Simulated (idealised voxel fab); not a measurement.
The process module that follows is named voxel wiring stack.
For reference, the cross-section in this document is cut, with width 230 nm and square cells of 5 nm.
Reading order for cross-sections: top band down to bottom band. Underlying form: a grid of square cells. Band size: one or more rows of cells. Band entry format. Leading values: height of top, height of bottom, nm. Remainder: materials in left-to-right order, each with its width in nm. Special words: "all across" on a single material, which then fills the band edge to edge; "empty", empty space. Measure heights from 0. That's the level where, below it, the as-received wafer is all one material. The lowest band is bottomless and extends downward; write it as in "0 -> down". The width entry "30..40" should be interpreted row by row: the top row of cells in the band takes the first number, the bottom row takes the second number, and the change between adjacent rows is uniform throughout. No cell of the cross-section changed in a step that is given as "no alterations made". For the entry "Enclosed internal voids", the listed items are empty spaces with no open way to the top whose size is 8 cells or more; each item follows the pattern width x height at distance, where distance is from the left edge and all three are in nm. Text after the settings on a step's line: the simulator's own remark on that step. The line of a step may include "overlay nm". On a step with a mask, this value is how far to the right of its planned place the mask lay. A negative value means the mask lay to the left.
## Process steps (planned)
| 1 | RECEIVE [material Si] |
| 2 | CONFORMAL_DEP [material SiO2] [thk nm 10] |
| 3 | DIRECTIONAL_DEP [material TiN] [thk nm 5] |
| 4 | DIRECTIONAL_DEP [material W] [thk nm 25] |
| 5 | MASKED_ETCH [tone cover] [mask id METAL_1] [width nm 25] [pitch nm 40] [etch materials W] [depth nm 25] [overlay nm 0] |
| 6 | MASKED_ETCH [tone cover] [mask id METAL_1] [width nm 25] [pitch nm 40] [etch materials TiN] [depth nm 5] [overlay nm 0] |
| 7 | CONFORMAL_DEP [material SiCN] [thk nm 5] |
| 8 | FILL_DEP [material lowk] [thk nm 10] |
| 9 | CMP [height nm 40] |
| 10 | CONFORMAL_DEP [material SiCN] [thk nm 5] |
| 11 | DIRECTIONAL_DEP [material SiO2] [thk nm 10] |
| 12 | PATTERN [tone open] [mask id PLUG_1] [material resist] [width nm 15] [thk nm 20] [overlay nm 0] |
| 13 | DIRECTIONAL_ETCH [etch materials SiO2] [depth nm 10] |
| 14 | DIRECTIONAL_ETCH [etch materials SiCN] [depth nm 5] |
| 15 | STRIP [etch materials resist] |
| 16 | CONFORMAL_DEP [material TiN] [thk nm 5] |
| 17 | FILL_DEP [material Ru] [thk nm 5] |
| 18 | CMP [height nm 55] |
| 19 | CONFORMAL_DEP [material SiCN] [thk nm 5] |
| 20 | DIRECTIONAL_DEP [material lowk] [thk nm 25] |
| 21 | MASKED_ETCH [tone open] [mask id METAL_2] [width nm 25] [pitch nm 40] [etch materials lowk] [depth nm 25] [overlay nm 0] |
| 22 | MASKED_ETCH [tone open] [mask id METAL_2] [width nm 25] [pitch nm 40] [etch materials SiCN] [depth nm 5] [overlay nm 0] |
| 23 | CONFORMAL_DEP [material TiN] [thk nm 5] |
| 24 | FILL_DEP [material Cu] [thk nm 5] |
| 25 | CMP [height nm 85] |
| 26 | CONFORMAL_DEP [material SiCN] [thk nm 5] |
| 27 | DIRECTIONAL_DEP [material lowk] [thk nm 10] |
| 28 | MASKED_ETCH [tone open] [mask id PLUG_2] [width nm 15] [etch materials lowk] [depth nm 10] [overlay nm 0] |
| 29 | MASKED_ETCH [tone open] [mask id PLUG_2] [width nm 15] [etch materials SiCN] [depth nm 5] [overlay nm 0] |
| 30 | CONFORMAL_DEP [material TiN] [thk nm 5] |
| 31 | FILL_DEP [material Cu] [thk nm 5] |
| 32 | CMP [height nm 100] |
| 33 | DIRECTIONAL_DEP [material TiN] [thk nm 5] |
| 34 | DIRECTIONAL_DEP [material W] [thk nm 25] |
| 35 | DIRECTIONAL_DEP [material aC] [thk nm 10] |
| 36 | PATTERN [tone cover] [mask id METAL_3] [material resist] [width nm 25] [pitch nm 40] [thk nm 25] [overlay nm 0] |
| 37 | DIRECTIONAL_ETCH [etch materials aC] [depth nm 10] |
| 38 | STRIP [etch materials resist] |
| 39 | DIRECTIONAL_ETCH [etch materials W] [depth nm 25] |
| 40 | DIRECTIONAL_ETCH [etch materials TiN] [depth nm 5] |
| 41 | STRIP [etch materials aC] |
| 42 | FILL_DEP [material lowk] [thk nm 10] |
| 43 | CMP [height nm 130] |
| 44 | CONFORMAL_DEP [material SiCN] [thk nm 5] |
| 45 | DIRECTIONAL_DEP [material lowk] [thk nm 10] |
| 46 | MASKED_ETCH [tone open] [mask id PLUG_3] [width nm 15] [etch materials lowk] [depth nm 10] [overlay nm 0] |
| 47 | MASKED_ETCH [tone open] [mask id PLUG_3] [width nm 15] [etch materials SiCN] [depth nm 5] [overlay nm 0] |
| 48 | CONFORMAL_DEP [material TiN] [thk nm 5] |
| 49 | FILL_DEP [material W] [thk nm 10] |
| 50 | CMP [height nm 145] |
| 51 | CONFORMAL_DEP [material SiN] [thk nm 5] |
| 52 | DIRECTIONAL_DEP [material SiO2] [thk nm 25] |
| 53 | MASKED_ETCH [tone open] [mask id METAL_4] [width nm 25] [pitch nm 40] [etch materials SiO2] [depth nm 25] [overlay nm 0] |
| 54 | MASKED_ETCH [tone open] [mask id METAL_4] [width nm 25] [pitch nm 40] [etch materials SiN] [depth nm 5] [overlay nm 0] |
| 55 | CONFORMAL_DEP [material TiN] [thk nm 5] |
| 56 | FILL_DEP [material Ru] [thk nm 10] |
| 57 | CMP [height nm 175] |
| 58 | EPI [material Ru] [thk nm 5] |
| 59 | FILL_DEP [material SiCN] [thk nm 5] |
Keep in mind the plan's value for the thk nm of step 23 comes from the first wafer; the wafers don't share that setting, but they do share the same starting point.
## first wafer as received, after step 1
> 0 -> down  Si all across
> Enclosed internal voids: none
## Where each wafer stands at the end of the module, a row apiece: cells of each material gained (+) or lost (-) since it was received, then closed voids
thk nm 5, +32 Cu, +46 Ru, +299 SiCN, +36 SiN, +358 SiO2, +101 TiN, +102 W, +728 lowk, Enclosed internal voids: none
thk nm 10, +10 Cu, +46 Ru, +299 SiCN, +36 SiN, +358 SiO2, +123 TiN, +102 W, +728 lowk, Enclosed internal voids: none
thk nm 15, +2 Cu, +46 Ru, +299 SiCN, +36 SiN, +358 SiO2, +131 TiN, +102 W, +728 lowk, Enclosed internal voids: none
thk nm 20, +2 Cu, +46 Ru, +299 SiCN, +36 SiN, +358 SiO2, +131 TiN, +102 W, +728 lowk, Enclosed internal voids: none
